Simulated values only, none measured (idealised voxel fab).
A process module follows: voxel air gaps.
Pictured: cross-section cut, 205 nm wide, on a grid of 5 nm square cells.
Each cross-section below is a grid of square cells, stated as bands in top-down order, with one or more rows of cells making up each band.
A band entry consists of two parts. The first gives the height of the band's top and the height of its bottom, in nm. The rest lists the band's materials from left to right, each with its width in nm. A single material labelled with the word "throughout" fills the band from edge to edge, and the word "empty" marks empty space.
For the purposes of this specification, 0 denotes the height below which the wafer in its as-received condition is composed wholly of one material, and the lowermost band, lacking a lower limit, extends downward without end, as expressed in "0 nm and below".
A width given as "30->40" starts at the first number in the band's top row and ends at the second number in its bottom row, shifting by an equal amount at every step from row to row.
"nothing got changed" for a step: no cell of the cross-section changed in that step.
Reported under the label "Enclosed voids" are the empty spaces having no open way to the top and comprising 8 cells or more; the notation for each is width x height at distance, in which the distance is measured from the left edge and all three values are in nm.
Post-settings text on a step line: simulator's own remark regarding the step.
overlay nm: how far to the right of its planned place the mask lay on this masked step (negative: to the left).
Quick note on how to read the rest: it's all pairs. You get the cross-section before a process step and the one after, but the after one only goes down as far as the lowest band that changed. The step in between, with its settings, sits under the pair. Heads up, the pairs can come from different runs of this module on the same starting wafer, so don't assume a pair picks up from the one above unless its "Snapshot before" entry says it does.

Snapshot before
> 55 nm to 45 nm: empty 45 nm  Ru 40 nm  empty 5 nm  Ru 40 nm  empty 5 nm  Ru 40 nm  empty 30 nm
> 45 nm to 20 nm: empty 55 nm  TiN 5 nm  Cu 10 nm  TiN 5 nm  empty 25 nm  TiN 5 nm  Cu 10 nm  TiN 5 nm  empty 25 nm  TiN 5 nm  Cu 10 nm  TiN 5 nm  empty 40 nm
> 20 nm to 15 nm: empty 55 nm  TiN 20 nm  empty 25 nm  TiN 20 nm  empty 25 nm  TiN 20 nm  empty 40 nm
> 15 nm to 10 nm: SiCN throughout
> 10 nm to 0 nm: SiO2 throughout
> 0 nm and below: Si throughout
> Enclosed voids: none

Resultant Cross-Section
> 60 nm to 55 nm: empty 40 nm  SiCN 140 nm  empty 25 nm
> 55 nm to 45 nm: empty 40 nm  SiCN 5 nm  Ru 40 nm  SiCN 5 nm  Ru 40 nm  SiCN 5 nm  Ru 40 nm  SiCN 5 nm  empty 25 nm
> 45 nm to 40 nm: empty 40 nm  SiCN 15 nm  TiN 5 nm  Cu 10 nm  TiN 5 nm  SiCN 25 nm  TiN 5 nm  Cu 10 nm  TiN 5 nm  SiCN 25 nm  TiN 5 nm  Cu 10 nm  TiN 5 nm  SiCN 15 nm  empty 25 nm
> 40 nm to 20 nm: empty 50 nm  SiCN 5 nm  TiN 5 nm  Cu 10 nm  TiN 5 nm  SiCN 5 nm  empty 15 nm  SiCN 5 nm  TiN 5 nm  Cu 10 nm  TiN 5 nm  SiCN 5 nm  empty 15 nm  SiCN 5 nm  TiN 5 nm  Cu 10 nm  TiN 5 nm  SiCN 5 nm  empty 35 nm
> 20 nm to 15 nm: SiCN 55 nm  TiN 20 nm  SiCN 25 nm  TiN 20 nm  SiCN 25 nm  TiN 20 nm  SiCN 40 nm
> Nothing below the height 15 has changed.
> Enclosed voids: 15 x 20 at 80; 15 x 20 at 125
Upper to lower cross-section via CONFORMAL_DEP: material SiCN, thk nm 5

Snapshot before
> 15 nm to 10 nm: SiCN throughout
> 10 nm to 0 nm: SiO2 throughout
> 0 nm and below: Si throughout
> Enclosed voids: none

Resultant Cross-Section
> 45 nm to 15 nm: Cu throughout
> Nothing below the height 15 has changed.
> Enclosed voids: none
Upper to lower cross-section via DIRECTIONAL_DEP: material Cu, thk nm 30

Snapshot before: identical to the post-step cross-section of the immediately preceding pair.

Resultant Cross-Section
> 65 nm to 45 nm: resist 45 nm  empty 20 nm  resist 25 nm  empty 20 nm  resist 25 nm  empty 20 nm  resist 50 nm
> Nothing below the height 45 has changed.
> Enclosed voids: none
Upper to lower cross-section via PATTERN: tone open, mask id LINES, material resist, width nm 20, pitch nm 45, thk nm 20, overlay nm 0

Snapshot before: identical to the post-step cross-section of the immediately preceding pair.

Resultant Cross-Section
> 45 nm to 15 nm: Cu throughout
> Nothing below the height 15 has changed.
> Enclosed voids: none
Upper to lower cross-section via STRIP: etch materials resist

Snapshot before: identical to the post-step cross-section of the immediately preceding pair.

Resultant Cross-Section
> 50 nm to 45 nm: TiN throughout
> Nothing below the height 45 has changed.
> Enclosed voids: none
Upper to lower cross-section via CONFORMAL_DEP: material TiN, thk nm 5

Snapshot before: identical to the post-step cross-section of the immediately preceding pair.

Resultant Cross-Section
> 60 nm to 50 nm: Cu throughout
> Nothing below the height 50 has changed.
> Enclosed voids: none
Upper to lower cross-section via FILL_DEP: material Cu, thk nm 10

Snapshot before: identical to the post-step cross-section of the immediately preceding pair.

Resultant Cross-Section
> 45 nm to 15 nm: Cu throughout
> Nothing below the height 15 has changed.
> Enclosed voids: none
Upper to lower cross-section via CMP: height nm 45

Snapshot before: identical to the post-step cross-section of the immediately preceding pair.

Resultant Cross-Section
> 55 nm to 45 nm: Ru throughout
> Nothing below the height 45 has changed.
> Enclosed voids: none
Upper to lower cross-section via EPI: material Ru, thk nm 10

Snapshot before: identical to the post-step cross-section of the immediately preceding pair.

Resultant Cross-Section
> 60 nm to 55 nm: SiCN throughout
> Nothing below the height 55 has changed.
> Enclosed voids: none
Upper to lower cross-section via CONFORMAL_DEP: material SiCN, thk nm 5

Snapshot before
> 45 nm to 15 nm: SiO2 throughout
> 15 nm to 10 nm: SiCN throughout
> 10 nm to 0 nm: SiO2 throughout
> 0 nm and below: Si throughout
> Enclosed voids: none

Resultant Cross-Section
> 65 nm to 45 nm: empty 45 nm  resist 20 nm  empty 25 nm  resist 20 nm  empty 25 nm  resist 20 nm  empty 50 nm
> Nothing below the height 45 has changed.
> Enclosed voids: none
Upper to lower cross-section via PATTERN: tone cover, mask id LINES, material resist, width nm 20, pitch nm 45, thk nm 20, overlay nm 0

Snapshot before: identical to the post-step cross-section of the immediately preceding pair.

Resultant Cross-Section
> 65 nm to 45 nm: empty 45 nm  resist 20 nm  empty 25 nm  resist 20 nm  empty 25 nm  resist 20 nm  empty 50 nm
> 45 nm to 15 nm: empty 45 nm  SiO2 20 nm  empty 25 nm  SiO2 20 nm  empty 25 nm  SiO2 20 nm  empty 50 nm
> Nothing below the height 15 has changed.
> Enclosed voids: none
Upper to lower cross-section via DIRECTIONAL_ETCH: etch materials SiO2, depth nm 30

Snapshot before: identical to the post-step cross-section of the immediately preceding pair.

Resultant Cross-Section
> 45 nm to 15 nm: empty 45 nm  SiO2 20 nm  empty 25 nm  SiO2 20 nm  empty 25 nm  SiO2 20 nm  empty 50 nm
> Nothing below the height 15 has changed.
> Enclosed voids: none
Upper to lower cross-section via STRIP: etch materials resist

Snapshot before: identical to the post-step cross-section of the immediately preceding pair.

Resultant Cross-Section
> 50 nm to 45 nm: empty 40 nm  TiN 30 nm  empty 15 nm  TiN 30 nm  empty 15 nm  TiN 30 nm  empty 45 nm
> 45 nm to 20 nm: empty 40 nm  TiN 5 nm  SiO2 20 nm  TiN 5 nm  empty 15 nm  TiN 5 nm  SiO2 20 nm  TiN 5 nm  empty 15 nm  TiN 5 nm  SiO2 20 nm  TiN 5 nm  empty 45 nm
> 20 nm to 15 nm: TiN 45 nm  SiO2 20 nm  TiN 25 nm  SiO2 20 nm  TiN 25 nm  SiO2 20 nm  TiN 50 nm
> Nothing below the height 15 has changed.
> Enclosed voids: none
Upper to lower cross-section via CONFORMAL_DEP: material TiN, thk nm 5

Snapshot before: identical to the post-step cross-section of the immediately preceding pair.

Resultant Cross-Section
> 60 nm to 50 nm: Cu throughout
> 50 nm to 45 nm: Cu 40 nm  TiN 30 nm  Cu 15 nm  TiN 30 nm  Cu 15 nm  TiN 30 nm  Cu 45 nm
> 45 nm to 20 nm: Cu 40 nm  TiN 5 nm  SiO2 20 nm  TiN 5 nm  Cu 15 nm  TiN 5 nm  SiO2 20 nm  TiN 5 nm  Cu 15 nm  TiN 5 nm  SiO2 20 nm  TiN 5 nm  Cu 45 nm
> Nothing below the height 20 has changed.
> Enclosed voids: none
Upper to lower cross-section via FILL_DEP: material Cu, thk nm 10

Snapshot before: identical to the post-step cross-section of the immediately preceding pair.

Resultant Cross-Section
> 45 nm to 20 nm: Cu 40 nm  TiN 5 nm  SiO2 20 nm  TiN 5 nm  Cu 15 nm  TiN 5 nm  SiO2 20 nm  TiN 5 nm  Cu 15 nm  TiN 5 nm  SiO2 20 nm  TiN 5 nm  Cu 45 nm
> Nothing below the height 20 has changed.
> Enclosed voids: none
Upper to lower cross-section via CMP: height nm 45

Snapshot before: identical to the post-step cross-section of the immediately preceding pair.

Resultant Cross-Section
> 55 nm to 45 nm: Ru throughout
> Nothing below the height 45 has changed.
> Enclosed voids: none
Upper to lower cross-section via EPI: material Ru, thk nm 10

Snapshot before: identical to the post-step cross-section of the immediately preceding pair.

Resultant Cross-Section
> 60 nm to 55 nm: SiCN throughout
> Nothing below the height 55 has changed.
> Enclosed voids: none
Upper to lower cross-section via CONFORMAL_DEP: material SiCN, thk nm 5
